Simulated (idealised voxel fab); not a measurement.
Presented below is a process module, voxel tone inversion.
FYI the section here is cut, 240 nm wide, cells are 5 nm squares.
This document writes a cross-section as a grid whose cells are square, and gives it as bands, listed from the top down; one or more rows of cells form a band.
It is stipulated that each band's entry specify, in nanometres, the height of the top of the band and then that of its bottom, followed by the materials of the band in left-to-right sequence, each together with its width in nanometres. A single material marked by the word "full width" is understood to fill the band from edge to edge; the word "air" is understood to denote empty space.
Convention: height 0 is the level below which the wafer, as received, is all one material. The lowest band does not terminate at the bottom but continues downward, represented as "0 and below".
Think of "30..40" as a width that walks from the first number to the second as you go down the band, top row to bottom row, taking equal-sized steps from row to row.
Given "no change occurred" for a step, no cell of the cross-section differs between before and after that step.
If an empty space has no open way to the top and is at least 8 cells in size, "Trapped voids" lists it, written width x height at distance, where distance is measured from the left edge and every value is in nm.
Heads up: the bit after the settings on a step's line is the simulator's remark on that step.
You can add "overlay nm" to a step's line. For a step with a mask, it describes how far the mask lay to the right of its planned position, and a negative number describes a lay to the left.

List of planned process steps:
| 1 | RECEIVE,material Si |
| 2 | CONFORMAL_DEP,material SiN,thk nm 5 |
| 3 | DIRECTIONAL_DEP,material polySi,thk nm 20 |
| 4 | PATTERN,tone cover,mask id POSTS,material resist,width nm 15,pitch nm 45,thk nm 25,overlay nm 0 |
| 5 | DIRECTIONAL_ETCH,etch materials polySi,depth nm 20 |
| 6 | STRIP,etch materials resist |
| 7 | FILL_DEP,material lowk,thk nm 10 |
| 8 | CMP,height nm 25 |
| 9 | STRIP,etch materials polySi |
| 10 | CONFORMAL_DEP,material TiN,thk nm 5 |
| 11 | FILL_DEP,material Cu,thk nm 10 |
| 12 | CMP,height nm 25 |
| 13 | CONFORMAL_DEP,material SiCN,thk nm 5 |

Received-state cross-section, reflecting completion of step 1:
	0 and below = Si full width
	Trapped voids: none

Here's the wafer cut in cross-section after the module, started and planned just like above, except one thing was done wrong in the run:
	30 down to 25 = SiCN full width
	25 down to 10 = 55 of lowk | 5 of TiN | 5 of Cu | 5 of TiN | 30 of lowk | 5 of TiN | 5 of Cu | 5 of TiN | 30 of lowk | 5 of TiN | 5 of Cu | 5 of TiN | 30 of lowk | 5 of TiN | 5 of Cu | 5 of TiN | 35 of lowk
	10 down to 5 = 55 of lowk | 15 of TiN | 30 of lowk | 15 of TiN | 30 of lowk | 15 of TiN | 30 of lowk | 15 of TiN | 35 of lowk
	5 down to 0 = SiN full width
	0 and below = Si full width
	Trapped voids: none
Deviation from plan: step 4 did not happen as planned, as run it was PATTERN,tone cover,mask id POSTS,material resist,width nm 15,pitch nm 45,thk nm 25,overlay nm 10
